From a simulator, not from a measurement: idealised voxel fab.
process module | voxel self aligned vias
cross-section cut | 260 nm wide | cells 5 nm
A cross-section is a grid of square cells, given in bands from the top down. A band is one or more rows of cells.
Each band's line starts with the height of the band's top and of its bottom, in nm. Then come its materials from left to right, each with its width in nm. One material with "throughout" fills the band from edge to edge. "air" is empty space.
Height 0 is the level under which the wafer as received is all one material. The lowest band goes on downwards, as in "0 down".
A width such as "30 to 40" changes by the same amount from each row of cells to the next, from the band's top row to its bottom row.
"no change" after a step means that no cell of the cross-section changed.
closed voids: empty space of 8 cells or more with no open way to the top, each as width x height at its distance from the left edge, in nm
after a step's settings: what the simulator itself notes on the step
overlay nm, on a step with a mask: how far to the right of its planned place the mask lay; to the left if negative
plan
1 op RECEIVE | material Si
2 op CONFORMAL_DEP | material SiO2 | thk nm 15
3 op CONFORMAL_DEP | material SiCN | thk nm 5
4 op DIRECTIONAL_DEP | material SiO2 | thk nm 30
5 op PATTERN | tone open | mask id LINES | material resist | width nm 20 | pitch nm 60 | thk nm 20 | overlay nm 0
6 op DIRECTIONAL_ETCH | etch materials SiO2 | depth nm 30
7 op STRIP | etch materials resist
8 op CONFORMAL_DEP | material TiN | thk nm 5
9 op FILL_DEP | material Ru | thk nm 10
10 op CMP | height nm 50
11 op SELECTIVE_ETCH | etch materials W Ru TiN | depth nm 5
12 op FILL_DEP | material SiN | thk nm 10
13 op CMP | height nm 50
14 op DIRECTIONAL_DEP | material SiO2 | thk nm 15
15 op MASKED_ETCH | tone open | mask id VIAS | width nm 40 | pitch nm 60 | etch materials SiO2 | depth nm 15 | overlay nm 0
16 op MASKED_ETCH | tone open | mask id VIAS | width nm 40 | pitch nm 60 | etch materials SiN | depth nm 5 | overlay nm 0
17 op CONFORMAL_DEP | material TiN | thk nm 5
18 op FILL_DEP | material W | thk nm 10
19 op CMP | height nm 65
20 op CONFORMAL_DEP | material SiCN | thk nm 5
varied across the wafers: width nm of step 5. The plan shows the first wafer's value. All wafers start alike
first wafer as received, after step 1
  0 down: Si throughout
  closed voids: none
first wafer at the end, after step 20
  70 to 65: SiCN throughout
  65 to 55: SiO2 50 | TiN 5 | W 30 | TiN 5 | SiO2 20 | TiN 5 | W 30 | TiN 5 | SiO2 20 | TiN 5 | W 30 | TiN 5 | SiO2 50
  55 to 50: SiO2 50 | TiN 15 | W 10 | TiN 15 | SiO2 20 | TiN 15 | W 10 | TiN 15 | SiO2 20 | TiN 15 | W 10 | TiN 15 | SiO2 50
  50 to 45: SiO2 60 | TiN 20 | SiO2 40 | TiN 20 | SiO2 40 | TiN 20 | SiO2 60
  45 to 25: SiO2 60 | TiN 5 | Ru 10 | TiN 5 | SiO2 40 | TiN 5 | Ru 10 | TiN 5 | SiO2 40 | TiN 5 | Ru 10 | TiN 5 | SiO2 60
  25 to 20: SiO2 60 | TiN 20 | SiO2 40 | TiN 20 | SiO2 40 | TiN 20 | SiO2 60
  20 to 15: SiCN throughout
  15 to 0: SiO2 throughout
  0 down: Si throughout
  closed voids: none
last wafer at the end
  70 to 65: SiCN throughout
  65 to 50: SiO2 50 | TiN 5 | W 30 | TiN 5 | SiO2 20 | TiN 5 | W 30 | TiN 5 | SiO2 20 | TiN 5 | W 30 | TiN 5 | SiO2 50
  50 to 45: SiO2 50 | TiN 40 | SiN 5 | SiO2 15 | TiN 40 | SiN 5 | SiO2 15 | TiN 40 | SiN 5 | SiO2 45
  45 to 25: SiO2 50 | TiN 5 | Ru 35 | TiN 5 | SiO2 15 | TiN 5 | Ru 35 | TiN 5 | SiO2 15 | TiN 5 | Ru 35 | TiN 5 | SiO2 45
  25 to 20: SiO2 50 | TiN 45 | SiO2 15 | TiN 45 | SiO2 15 | TiN 45 | SiO2 45
  20 to 15: SiCN throughout
  15 to 0: SiO2 throughout
  0 down: Si throughout
  closed voids: none
each wafer at the end: cells of each material gained (+) or lost (-) since it was received, then its closed voids
width nm 20 | +24 Ru | +104 SiCN | +480 SiO2 | +78 TiN | +42 W | closed voids: none
width nm 25 | +36 Ru | +104 SiCN | +462 SiO2 | +81 TiN | +45 W | closed voids: none
width nm 30 | +48 Ru | +104 SiCN | +444 SiO2 | +84 TiN | +48 W | closed voids: none
width nm 35 | +60 Ru | +104 SiCN | +426 SiO2 | +87 TiN | +51 W | closed voids: none
width nm 40 | +72 Ru | +104 SiCN | +408 SiO2 | +90 TiN | +54 W | closed voids: none
width nm 45 | +84 Ru | +104 SiCN | +3 SiN | +390 SiO2 | +93 TiN | +54 W | closed voids: none
